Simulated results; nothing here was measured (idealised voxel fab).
process module | voxel trench capacitor
cross-section cut | 270 nm wide | cells 5 nm
A cross-section is a grid of square cells, given in bands from the top down. A band is one or more rows of cells.
Each band's line starts with the height of the band's top and of its bottom, in nm. Then come its materials from left to right, each with its width in nm. One material with "throughout" fills the band from edge to edge. "air" is empty space.
Height 0 is the level under which the wafer as received is all one material. The lowest band goes on downwards, as in "0 down".
A width such as "30 to 40" changes by the same amount from each row of cells to the next, from the band's top row to its bottom row.
"no change" after a step means that no cell of the cross-section changed.
closed voids: empty space of 8 cells or more with no open way to the top, each as width x height at its distance from the left edge, in nm
after a step's settings: what the simulator itself notes on the step
overlay nm, on a step with a mask: how far to the right of its planned place the mask lay; to the left if negative
plan
1 op RECEIVE | material Si
2 op CONFORMAL_DEP | material SiN | thk nm 10
3 op MASKED_ETCH | tone open | mask id TRENCH | width nm 30 | pitch nm 60 | etch materials SiN | depth nm 10 | overlay nm 0
4 op MASKED_ETCH | tone open | mask id TRENCH | width nm 30 | pitch nm 60 | etch materials Si | depth nm 40 | overlay nm 0
5 op CONFORMAL_DEP | material Al2O3 | thk nm 5
6 op CONFORMAL_DEP | material TiN | thk nm 5
7 op FILL_DEP | material W | thk nm 5
8 op CMP | height nm 0
varied across the wafers: height nm of step 8. The plan shows the first wafer's value. All wafers start alike
first wafer as received, after step 1
  0 down: Si throughout
  closed voids: none
first wafer at the end, after step 8
  0 to -30: Si 60 | Al2O3 5 | TiN 5 | W 10 | TiN 5 | Al2O3 5 | Si 30 | Al2O3 5 | TiN 5 | W 10 | TiN 5 | Al2O3 5 | Si 30 | Al2O3 5 | TiN 5 | W 10 | TiN 5 | Al2O3 5 | Si 60
  -30 to -35: Si 60 | Al2O3 5 | TiN 20 | Al2O3 5 | Si 30 | Al2O3 5 | TiN 20 | Al2O3 5 | Si 30 | Al2O3 5 | TiN 20 | Al2O3 5 | Si 60
  -35 to -40: Si 60 | Al2O3 30 | Si 30 | Al2O3 30 | Si 30 | Al2O3 30 | Si 60
  -40 down: Si throughout
  closed voids: none
last wafer at the end
  25 to 20: W throughout
  20 to 15: TiN 70 | W 10 | TiN 50 | W 10 | TiN 50 | W 10 | TiN 70
  15 to 10: Al2O3 65 | TiN 5 | W 10 | TiN 5 | Al2O3 40 | TiN 5 | W 10 | TiN 5 | Al2O3 40 | TiN 5 | W 10 | TiN 5 | Al2O3 65
  10 to 0: SiN 60 | Al2O3 5 | TiN 5 | W 10 | TiN 5 | Al2O3 5 | SiN 30 | Al2O3 5 | TiN 5 | W 10 | TiN 5 | Al2O3 5 | SiN 30 | Al2O3 5 | TiN 5 | W 10 | TiN 5 | Al2O3 5 | SiN 60
  0 to -30: Si 60 | Al2O3 5 | TiN 5 | W 10 | TiN 5 | Al2O3 5 | Si 30 | Al2O3 5 | TiN 5 | W 10 | TiN 5 | Al2O3 5 | Si 30 | Al2O3 5 | TiN 5 | W 10 | TiN 5 | Al2O3 5 | Si 60
  -30 to -35: Si 60 | Al2O3 5 | TiN 20 | Al2O3 5 | Si 30 | Al2O3 5 | TiN 20 | Al2O3 5 | Si 30 | Al2O3 5 | TiN 20 | Al2O3 5 | Si 60
  -35 to -40: Si 60 | Al2O3 30 | Si 30 | Al2O3 30 | Si 30 | Al2O3 30 | Si 60
  -40 down: Si throughout
  closed voids: none
each wafer at the end: cells of each material gained (+) or lost (-) since it was received, then its closed voids
height nm 0 | +60 Al2O3 | -144 Si | +48 TiN | +36 W | closed voids: none
height nm 5 | +66 Al2O3 | -144 Si | +36 SiN | +54 TiN | +42 W | closed voids: none
height nm 10 | +72 Al2O3 | -144 Si | +72 SiN | +60 TiN | +48 W | closed voids: none
height nm 15 | +114 Al2O3 | -144 Si | +72 SiN | +66 TiN | +54 W | closed voids: none
height nm 20 | +114 Al2O3 | -144 Si | +72 SiN | +114 TiN | +60 W | closed voids: none
height nm 25 | +114 Al2O3 | -144 Si | +72 SiN | +114 TiN | +114 W | closed voids: none
